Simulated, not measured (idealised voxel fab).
process module | voxel capacitor over wiring
Shown is cross-section cut, with a width of 170 nm and square cells of size 5 nm.
The cross-sections in this document take the form of a grid made of square cells. They are written out as bands, in order from top to bottom. Each band consists of one or more rows of cells. Top, bottom (nm), then materials left to right with widths (nm); lone material tagged "all across" fills the whole band edge to edge; "empty" = empty space. Basically, 0 is our baseline, since under it the wafer straight out of the box is all one material. The bottom band has no lower end and keeps on going down, so it looks like "z 0 and below". The width entry "30 to 40" should be interpreted row by row: the top row of cells in the band takes the first number, the bottom row takes the second number, and the change between adjacent rows is uniform throughout. It should be understood that the words "stayed the same", when stated for a given step, signify that the cross-section underwent no change in any of its cells during that step. Empty spaces counting at least 8 cells and having no open way to the top are listed in "Closed void listing". The notation width x height at distance is used for each, the distance being from the left edge and all three values in nm. Step line, after settings: the simulator's comment on this step. The optional step-line setting "overlay nm" applies to steps with a mask and quantifies how far to the right of its planned location the mask lay, a negative value indicating leftward placement.

**The following list gives the planned process steps**
1) RECEIVE with material Si
2) CONFORMAL_DEP with material SiO2, thk nm 10
3) DIRECTIONAL_DEP with material TiN, thk nm 5
4) DIRECTIONAL_DEP with material Ru, thk nm 15
5) MASKED_ETCH with tone cover, mask id METAL_1, width nm 25, pitch nm 80, etch materials Ru, depth nm 15, overlay nm 0
6) MASKED_ETCH with tone cover, mask id METAL_1, width nm 25, pitch nm 80, etch materials TiN, depth nm 5, overlay nm 0
7) CONFORMAL_DEP with material SiCN, thk nm 5
8) FILL_DEP with material lowk, thk nm 10
9) CMP with height nm 30
10) CONFORMAL_DEP with material SiCN, thk nm 5
11) DIRECTIONAL_DEP with material lowk, thk nm 15
12) PATTERN with tone open, mask id PLUG_1, material resist, width nm 15, thk nm 15, overlay nm 0
13) DIRECTIONAL_ETCH with etch materials lowk, depth nm 15
14) DIRECTIONAL_ETCH with etch materials SiCN, depth nm 5
15) STRIP with etch materials resist
16) CONFORMAL_DEP with material TiN, thk nm 5
17) FILL_DEP with material Ru, thk nm 5
18) CMP with height nm 50
19) DIRECTIONAL_DEP with material TiN, thk nm 10
20) DIRECTIONAL_DEP with material SiN, thk nm 5
21) DIRECTIONAL_DEP with material TiN, thk nm 10
22) PATTERN with tone cover, mask id UPPER_PLATE, material resist, width nm 60, thk nm 15, overlay nm 0
23) DIRECTIONAL_ETCH with etch materials TiN, depth nm 10
24) DIRECTIONAL_ETCH with etch materials SiN, depth nm 5
25) STRIP with etch materials resist
26) DIRECTIONAL_DEP with material aC, thk nm 10
27) PATTERN with tone cover, mask id LOWER_PLATE, material resist, width nm 70, thk nm 25, overlay nm 0
28) DIRECTIONAL_ETCH with etch materials aC, depth nm 10
29) STRIP with etch materials resist
30) DIRECTIONAL_ETCH with etch materials TiN, depth nm 10
31) STRIP with etch materials aC
32) FILL_DEP with material SiO2, thk nm 15
33) CMP with height nm 85
34) DIRECTIONAL_DEP with material aC, thk nm 15
35) PATTERN with tone open, mask id PLUG_2, material resist, width nm 15, thk nm 30, overlay nm 0
36) DIRECTIONAL_ETCH with etch materials aC, depth nm 15
37) STRIP with etch materials resist
38) DIRECTIONAL_ETCH with etch materials SiO2, depth nm 10
39) STRIP with etch materials aC
40) CONFORMAL_DEP with material TiN, thk nm 5
41) FILL_DEP with material Ru, thk nm 10
42) CMP with height nm 85
43) CONFORMAL_DEP with material SiCN, thk nm 5

**First out of two wafers; run went to plan**

**Incoming wafer in cross-section (state: after step 1)**
  z 0 and below  Si all across
  Closed void listing: none

**The wafer, seen in cross-section, after step 2**
  z 10 to 0  SiO2 all across
  Under 0: no change, same as before.

**The wafer, seen in cross-section, after step 3**
  z 15 to 10  TiN all across
  Under 10: no change, same as before.

**The wafer, seen in cross-section, after step 4**
  z 30 to 15  Ru all across
  Under 15: no change, same as before.

**The wafer, seen in cross-section, after step 5**
  z 30 to 15  empty=30 | Ru=25 | empty=55 | Ru=25 | empty=35
  Under 15: no change, same as before.

**The wafer, seen in cross-section, after step 6**
  z 30 to 15  empty=30 | Ru=25 | empty=55 | Ru=25 | empty=35
  z 15 to 10  empty=30 | TiN=25 | empty=55 | TiN=25 | empty=35
  Under 10: no change, same as before.

**The wafer, seen in cross-section, after step 7**
  z 35 to 30  empty=25 | SiCN=35 | empty=45 | SiCN=35 | empty=30
  z 30 to 15  empty=25 | SiCN=5 | Ru=25 | SiCN=5 | empty=45 | SiCN=5 | Ru=25 | SiCN=5 | empty=30
  z 15 to 10  SiCN=30 | TiN=25 | SiCN=55 | TiN=25 | SiCN=35
  Under 10: no change, same as before.

**The wafer, seen in cross-section, after step 8**
  z 45 to 35  lowk all across
  z 35 to 30  lowk=25 | SiCN=35 | lowk=45 | SiCN=35 | lowk=30
  z 30 to 15  lowk=25 | SiCN=5 | Ru=25 | SiCN=5 | lowk=45 | SiCN=5 | Ru=25 | SiCN=5 | lowk=30
  Under 15: no change, same as before.

**The wafer, seen in cross-section, after step 9**
  z 30 to 15  lowk=25 | SiCN=5 | Ru=25 | SiCN=5 | lowk=45 | SiCN=5 | Ru=25 | SiCN=5 | lowk=30
  Under 15: no change, same as before.

**The wafer, seen in cross-section, after step 10**
  z 35 to 30  SiCN all across
  Under 30: no change, same as before.

**The wafer, seen in cross-section, after step 11**
  z 50 to 35  lowk all across
  Under 35: no change, same as before.

**The wafer, seen in cross-section, after step 12**
  z 65 to 50  resist=40 | empty=15 | resist=115
  Under 50: no change, same as before.

**The wafer, seen in cross-section, after step 13**
  z 65 to 50  resist=40 | empty=15 | resist=115
  z 50 to 35  lowk=40 | empty=15 | lowk=115
  Under 35: no change, same as before.

**The wafer, seen in cross-section, after step 14**
  z 65 to 50  resist=40 | empty=15 | resist=115
  z 50 to 35  lowk=40 | empty=15 | lowk=115
  z 35 to 30  SiCN=40 | empty=15 | SiCN=115
  Under 30: no change, same as before.

**The wafer, seen in cross-section, after step 15**
  z 50 to 35  lowk=40 | empty=15 | lowk=115
  Under 35: no change, same as before.

**The wafer, seen in cross-section, after step 16**
  z 55 to 50  TiN=45 | empty=5 | TiN=120
  z 50 to 35  lowk=40 | TiN=5 | empty=5 | TiN=5 | lowk=115
  z 35 to 30  SiCN=40 | TiN=15 | SiCN=115
  Under 30: no change, same as before.

**The wafer, seen in cross-section, after step 17**
  z 60 to 55  Ru all across
  z 55 to 50  TiN=45 | Ru=5 | TiN=120
  z 50 to 35  lowk=40 | TiN=5 | Ru=5 | TiN=5 | lowk=115
  Under 35: no change, same as before.

**The wafer, seen in cross-section, after step 18**
  z 50 to 35  lowk=40 | TiN=5 | Ru=5 | TiN=5 | lowk=115
  Under 35: no change, same as before.

**The wafer, seen in cross-section, after step 19**
  z 60 to 50  TiN all across
  Under 50: no change, same as before.

**The wafer, seen in cross-section, after step 20**
  z 65 to 60  SiN all across
  Under 60: no change, same as before.

**The wafer, seen in cross-section, after step 21**
  z 75 to 65  TiN all across
  Under 65: no change, same as before.

**The wafer, seen in cross-section, after step 22**
  z 90 to 75  empty=40 | resist=60 | empty=70
  Under 75: no change, same as before.

**The wafer, seen in cross-section, after step 23**
  z 90 to 75  empty=40 | resist=60 | empty=70
  z 75 to 65  empty=40 | TiN=60 | empty=70
  Under 65: no change, same as before.

**The wafer, seen in cross-section, after step 24**
  z 90 to 75  empty=40 | resist=60 | empty=70
  z 75 to 65  empty=40 | TiN=60 | empty=70
  z 65 to 60  empty=40 | SiN=60 | empty=70
  Under 60: no change, same as before.

**The wafer, seen in cross-section, after step 25**
  z 75 to 65  empty=40 | TiN=60 | empty=70
  Under 65: no change, same as before.

**The wafer, seen in cross-section, after step 26**
  z 85 to 75  empty=40 | aC=60 | empty=70
  z 75 to 70  empty=40 | TiN=60 | empty=70
  z 70 to 65  aC=40 | TiN=60 | aC=70
  z 65 to 60  aC=40 | SiN=60 | aC=70
  Under 60: no change, same as before.

**The wafer, seen in cross-section, after step 27**
  z 110 to 85  empty=35 | resist=70 | empty=65
  z 85 to 75  empty=35 | resist=5 | aC=60 | resist=5 | empty=65
  z 75 to 70  empty=35 | resist=5 | TiN=60 | resist=5 | empty=65
  Under 70: no change, same as before.

**The wafer, seen in cross-section, after step 28**
  z 100 to 85  empty=35 | resist=70 | empty=65
  z 85 to 75  empty=35 | resist=5 | aC=60 | resist=5 | empty=65
  z 75 to 70  empty=35 | resist=5 | TiN=60 | resist=5 | empty=65
  z 70 to 65  empty=35 | aC=5 | TiN=60 | aC=5 | empty=65
  z 65 to 60  empty=35 | aC=5 | SiN=60 | aC=5 | empty=65
  Under 60: no change, same as before.

**The wafer, seen in cross-section, after step 29**
  z 85 to 75  empty=40 | aC=60 | empty=70
  z 75 to 70  empty=40 | TiN=60 | empty=70
  Under 70: no change, same as before.

**The wafer, seen in cross-section, after step 30**
  z 85 to 75  empty=40 | aC=60 | empty=70
  z 75 to 70  empty=40 | TiN=60 | empty=70
  z 70 to 65  empty=35 | aC=5 | TiN=60 | aC=5 | empty=65
  z 65 to 60  empty=35 | aC=5 | SiN=60 | aC=5 | empty=65
  z 60 to 50  empty=35 | TiN=70 | empty=65
  Under 50: no change, same as before.

**The wafer, seen in cross-section, after step 31**
  z 75 to 65  empty=40 | TiN=60 | empty=70
  z 65 to 60  empty=40 | SiN=60 | empty=70
  Under 60: no change, same as before.

**The wafer, seen in cross-section, after step 32**
  z 90 to 75  SiO2 all across
  z 75 to 65  SiO2=40 | TiN=60 | SiO2=70
  z 65 to 60  SiO2=40 | SiN=60 | SiO2=70
  z 60 to 50  SiO2=35 | TiN=70 | SiO2=65
  Under 50: no change, same as before.

**The wafer, seen in cross-section, after step 33**
  z 85 to 75  SiO2 all across
  Under 75: no change, same as before.

**The wafer, seen in cross-section, after step 34**
  z 100 to 85  aC all across
  Under 85: no change, same as before.

**The wafer, seen in cross-section, after step 35**
  z 130 to 100  resist=50 | empty=15 | resist=105
  Under 100: no change, same as before.

**The wafer, seen in cross-section, after step 36**
  z 115 to 100  resist=50 | empty=15 | resist=105
  z 100 to 85  aC=50 | empty=15 | aC=105
  Under 85: no change, same as before.

**The wafer, seen in cross-section, after step 37**
  z 100 to 85  aC=50 | empty=15 | aC=105
  Under 85: no change, same as before.

**The wafer, seen in cross-section, after step 38**
  z 100 to 85  aC=50 | empty=15 | aC=105
  z 85 to 75  SiO2=50 | empty=15 | SiO2=105
  Under 75: no change, same as before.

**The wafer, seen in cross-section, after step 39**
  z 85 to 75  SiO2=50 | empty=15 | SiO2=105
  Under 75: no change, same as before.

**The wafer, seen in cross-section, after step 40**
  z 90 to 85  TiN=55 | empty=5 | TiN=110
  z 85 to 80  SiO2=50 | TiN=5 | empty=5 | TiN=5 | SiO2=105
  z 80 to 75  SiO2=50 | TiN=15 | SiO2=105
  Under 75: no change, same as before.

**The wafer, seen in cross-section, after step 41**
  z 100 to 90  Ru all across
  z 90 to 85  TiN=55 | Ru=5 | TiN=110
  z 85 to 80  SiO2=50 | TiN=5 | Ru=5 | TiN=5 | SiO2=105
  Under 80: no change, same as before.

**The wafer, seen in cross-section, after step 42**
  z 85 to 80  SiO2=50 | TiN=5 | Ru=5 | TiN=5 | SiO2=105
  Under 80: no change, same as before.

**The wafer, seen in cross-section, after step 43**
  z 90 to 85  SiCN all across
  Under 85: no change, same as before.

**Companion wafer, the second of two: same beginning, same intended sequence, one mistake in carrying it out; through step 4 inclusive it tracks the first exactly**

**Cross-sectional view of the second wafer at the intended end time of process step 5**
  z 30 to 15  Ru=30 | empty=25 | Ru=55 | empty=25 | Ru=35
  Under 15: no change, same as before.

Cross-sectional view of the second wafer at the intended end time of process step 6: stayed the same

**Cross-sectional view of the second wafer at the intended end time of process step 7**
  z 35 to 30  SiCN=35 | empty=15 | SiCN=65 | empty=15 | SiCN=40
  z 30 to 20  Ru=30 | SiCN=5 | empty=15 | SiCN=5 | Ru=55 | SiCN=5 | empty=15 | SiCN=5 | Ru=35
  z 20 to 15  Ru=30 | SiCN=25 | Ru=55 | SiCN=25 | Ru=35
  Under 15: no change, same as before.

**Cross-sectional view of the second wafer at the intended end time of process step 8**
  z 45 to 35  lowk all across
  z 35 to 30  SiCN=35 | lowk=15 | SiCN=65 | lowk=15 | SiCN=40
  z 30 to 20  Ru=30 | SiCN=5 | lowk=15 | SiCN=5 | Ru=55 | SiCN=5 | lowk=15 | SiCN=5 | Ru=35
  Under 20: no change, same as before.

**Cross-sectional view of the second wafer at the intended end time of process step 9**
  z 30 to 20  Ru=30 | SiCN=5 | lowk=15 | SiCN=5 | Ru=55 | SiCN=5 | lowk=15 | SiCN=5 | Ru=35
  Under 20: no change, same as before.

**Cross-sectional view of the second wafer at the intended end time of process step 10**
  z 35 to 30  SiCN all across
  Under 30: no change, same as before.

**Cross-sectional view of the second wafer at the intended end time of process step 11**
  z 50 to 35  lowk all across
  Under 35: no change, same as before.

**Cross-sectional view of the second wafer at the intended end time of process step 12**
  z 65 to 50  resist=40 | empty=15 | resist=115
  Under 50: no change, same as before.

**Cross-sectional view of the second wafer at the intended end time of process step 13**
  z 65 to 50  resist=40 | empty=15 | resist=115
  z 50 to 35  lowk=40 | empty=15 | lowk=115
  Under 35: no change, same as before.

**Cross-sectional view of the second wafer at the intended end time of process step 14**
  z 65 to 50  resist=40 | empty=15 | resist=115
  z 50 to 35  lowk=40 | empty=15 | lowk=115
  z 35 to 30  SiCN=40 | empty=15 | SiCN=115
  Under 30: no change, same as before.

**Cross-sectional view of the second wafer at the intended end time of process step 15**
  z 50 to 35  lowk=40 | empty=15 | lowk=115
  Under 35: no change, same as before.

**Cross-sectional view of the second wafer at the intended end time of process step 16**
  z 55 to 50  TiN=45 | empty=5 | TiN=120
  z 50 to 35  lowk=40 | TiN=5 | empty=5 | TiN=5 | lowk=115
  z 35 to 30  SiCN=40 | TiN=15 | SiCN=115
  Under 30: no change, same as before.

**Cross-sectional view of the second wafer at the intended end time of process step 17**
  z 60 to 55  Ru all across
  z 55 to 50  TiN=45 | Ru=5 | TiN=120
  z 50 to 35  lowk=40 | TiN=5 | Ru=5 | TiN=5 | lowk=115
  Under 35: no change, same as before.

**Cross-sectional view of the second wafer at the intended end time of process step 18**
  z 50 to 35  lowk=40 | TiN=5 | Ru=5 | TiN=5 | lowk=115
  Under 35: no change, same as before.

**Cross-sectional view of the second wafer at the intended end time of process step 19**
  z 60 to 50  TiN all across
  Under 50: no change, same as before.

**Cross-sectional view of the second wafer at the intended end time of process step 20**
  z 65 to 60  SiN all across
  Under 60: no change, same as before.

**Cross-sectional view of the second wafer at the intended end time of process step 21**
  z 75 to 65  TiN all across
  Under 65: no change, same as before.

**Cross-sectional view of the second wafer at the intended end time of process step 22**
  z 90 to 75  empty=40 | resist=60 | empty=70
  Under 75: no change, same as before.

**Cross-sectional view of the second wafer at the intended end time of process step 23**
  z 90 to 75  empty=40 | resist=60 | empty=70
  z 75 to 65  empty=40 | TiN=60 | empty=70
  Under 65: no change, same as before.

**Cross-sectional view of the second wafer at the intended end time of process step 24**
  z 90 to 75  empty=40 | resist=60 | empty=70
  z 75 to 65  empty=40 | TiN=60 | empty=70
  z 65 to 60  empty=40 | SiN=60 | empty=70
  Under 60: no change, same as before.

**Cross-sectional view of the second wafer at the intended end time of process step 25**
  z 75 to 65  empty=40 | TiN=60 | empty=70
  Under 65: no change, same as before.

**Cross-sectional view of the second wafer at the intended end time of process step 26**
  z 85 to 75  empty=40 | aC=60 | empty=70
  z 75 to 70  empty=40 | TiN=60 | empty=70
  z 70 to 65  aC=40 | TiN=60 | aC=70
  z 65 to 60  aC=40 | SiN=60 | aC=70
  Under 60: no change, same as before.

**Cross-sectional view of the second wafer at the intended end time of process step 27**
  z 110 to 85  empty=35 | resist=70 | empty=65
  z 85 to 75  empty=35 | resist=5 | aC=60 | resist=5 | empty=65
  z 75 to 70  empty=35 | resist=5 | TiN=60 | resist=5 | empty=65
  Under 70: no change, same as before.

**Cross-sectional view of the second wafer at the intended end time of process step 28**
  z 100 to 85  empty=35 | resist=70 | empty=65
  z 85 to 75  empty=35 | resist=5 | aC=60 | resist=5 | empty=65
  z 75 to 70  empty=35 | resist=5 | TiN=60 | resist=5 | empty=65
  z 70 to 65  empty=35 | aC=5 | TiN=60 | aC=5 | empty=65
  z 65 to 60  empty=35 | aC=5 | SiN=60 | aC=5 | empty=65
  Under 60: no change, same as before.

**Cross-sectional view of the second wafer at the intended end time of process step 29**
  z 85 to 75  empty=40 | aC=60 | empty=70
  z 75 to 70  empty=40 | TiN=60 | empty=70
  Under 70: no change, same as before.

**Cross-sectional view of the second wafer at the intended end time of process step 30**
  z 85 to 75  empty=40 | aC=60 | empty=70
  z 75 to 70  empty=40 | TiN=60 | empty=70
  z 70 to 65  empty=35 | aC=5 | TiN=60 | aC=5 | empty=65
  z 65 to 60  empty=35 | aC=5 | SiN=60 | aC=5 | empty=65
  z 60 to 50  empty=35 | TiN=70 | empty=65
  Under 50: no change, same as before.

**Cross-sectional view of the second wafer at the intended end time of process step 31**
  z 75 to 65  empty=40 | TiN=60 | empty=70
  z 65 to 60  empty=40 | SiN=60 | empty=70
  Under 60: no change, same as before.

**Cross-sectional view of the second wafer at the intended end time of process step 32**
  z 90 to 75  SiO2 all across
  z 75 to 65  SiO2=40 | TiN=60 | SiO2=70
  z 65 to 60  SiO2=40 | SiN=60 | SiO2=70
  z 60 to 50  SiO2=35 | TiN=70 | SiO2=65
  Under 50: no change, same as before.

**Cross-sectional view of the second wafer at the intended end time of process step 33**
  z 85 to 75  SiO2 all across
  Under 75: no change, same as before.

**Cross-sectional view of the second wafer at the intended end time of process step 34**
  z 100 to 85  aC all across
  Under 85: no change, same as before.

**Cross-sectional view of the second wafer at the intended end time of process step 35**
  z 130 to 100  resist=50 | empty=15 | resist=105
  Under 100: no change, same as before.

**Cross-sectional view of the second wafer at the intended end time of process step 36**
  z 115 to 100  resist=50 | empty=15 | resist=105
  z 100 to 85  aC=50 | empty=15 | aC=105
  Under 85: no change, same as before.

**Cross-sectional view of the second wafer at the intended end time of process step 37**
  z 100 to 85  aC=50 | empty=15 | aC=105
  Under 85: no change, same as before.

**Cross-sectional view of the second wafer at the intended end time of process step 38**
  z 100 to 85  aC=50 | empty=15 | aC=105
  z 85 to 75  SiO2=50 | empty=15 | SiO2=105
  Under 75: no change, same as before.

**Cross-sectional view of the second wafer at the intended end time of process step 39**
  z 85 to 75  SiO2=50 | empty=15 | SiO2=105
  Under 75: no change, same as before.

**Cross-sectional view of the second wafer at the intended end time of process step 40**
  z 90 to 85  TiN=55 | empty=5 | TiN=110
  z 85 to 80  SiO2=50 | TiN=5 | empty=5 | TiN=5 | SiO2=105
  z 80 to 75  SiO2=50 | TiN=15 | SiO2=105
  Under 75: no change, same as before.

**Cross-sectional view of the second wafer at the intended end time of process step 41**
  z 100 to 90  Ru all across
  z 90 to 85  TiN=55 | Ru=5 | TiN=110
  z 85 to 80  SiO2=50 | TiN=5 | Ru=5 | TiN=5 | SiO2=105
  Under 80: no change, same as before.

**Cross-sectional view of the second wafer at the intended end time of process step 42**
  z 85 to 80  SiO2=50 | TiN=5 | Ru=5 | TiN=5 | SiO2=105
  Under 80: no change, same as before.

**Cross-sectional view of the second wafer at the intended end time of process step 43**
  z 90 to 85  SiCN all across
  Under 85: no change, same as before.
Deviation noted in wafer processing: step 5 went in with a setting other than planned; the actual run was MASKED_ETCH with tone open, mask id METAL_1, width nm 25, pitch nm 80, etch materials Ru, depth nm 15, overlay nm 0
Upon completion, the second wafer contains, in terms of cells, a greater or smaller amount of certain materials than the first wafer: +42 Ru, -18 SiCN, +24 TiN, -48 lowk
